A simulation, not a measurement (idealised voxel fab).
process module | voxel fin reveal
cross-section cut | 285 nm wide | cells 5 nm
A cross-section is a grid of square cells, given in bands from the top down. A band is one or more rows of cells.
Each band's line starts with the height of the band's top and of its bottom, in nm. Then come its materials from left to right, each with its width in nm. One material with "throughout" fills the band from edge to edge. "air" is empty space.
Height 0 is the level under which the wafer as received is all one material. The lowest band goes on downwards, as in "0 down".
A width such as "30 to 40" changes by the same amount from each row of cells to the next, from the band's top row to its bottom row.
"no change" after a step means that no cell of the cross-section changed.
closed voids: empty space of 8 cells or more with no open way to the top, each as width x height at its distance from the left edge, in nm
after a step's settings: what the simulator itself notes on the step
overlay nm, on a step with a mask: how far to the right of its planned place the mask lay; to the left if negative
plan
1 op RECEIVE | material Si
2 op CONFORMAL_DEP | material SiN | thk nm 10
3 op MASKED_ETCH | tone cover | mask id FINS | width nm 15 | pitch nm 35 | etch materials SiN | depth nm 10 | overlay nm 0
4 op MASKED_ETCH | tone cover | mask id FINS | width nm 15 | pitch nm 35 | etch materials Si | depth nm 30 | overlay nm 0
5 op OXIDIZE | depth nm 5
6 op FILL_DEP | material SiO2 | thk nm 15
7 op CMP | height nm 10
8 op SELECTIVE_ETCH | etch materials SiO2 | depth nm 20
9 op STRIP | etch materials SiN
10 op CONFORMAL_DEP | material SiO2 | thk nm 5
as received, after step 1
  0 down: Si throughout
  closed voids: none
a wafer at the end: this start, this plan, one mistake
  5 to 0: air 80 | SiN 15 | air 20 | SiN 15 | air 20 | SiN 15 | air 20 | SiN 15 | air 85
  0 to -5: air 80 | SiN 5 | Si 5 | SiN 5 | air 20 | SiN 5 | Si 5 | SiN 5 | air 20 | SiN 5 | Si 5 | SiN 5 | air 20 | SiN 5 | Si 5 | SiN 5 | air 85
  -5 to -10: SiN 85 | Si 5 | SiN 30 | Si 5 | SiN 30 | Si 5 | SiN 30 | Si 5 | SiN 90
  -10 to -35: SiO2 85 | Si 5 | SiO2 30 | Si 5 | SiO2 30 | Si 5 | SiO2 30 | Si 5 | SiO2 90
  -35 down: Si throughout
  closed voids: none
what went wrong: step 10 ran as: op CONFORMAL_DEP | material SiN | thk nm 5
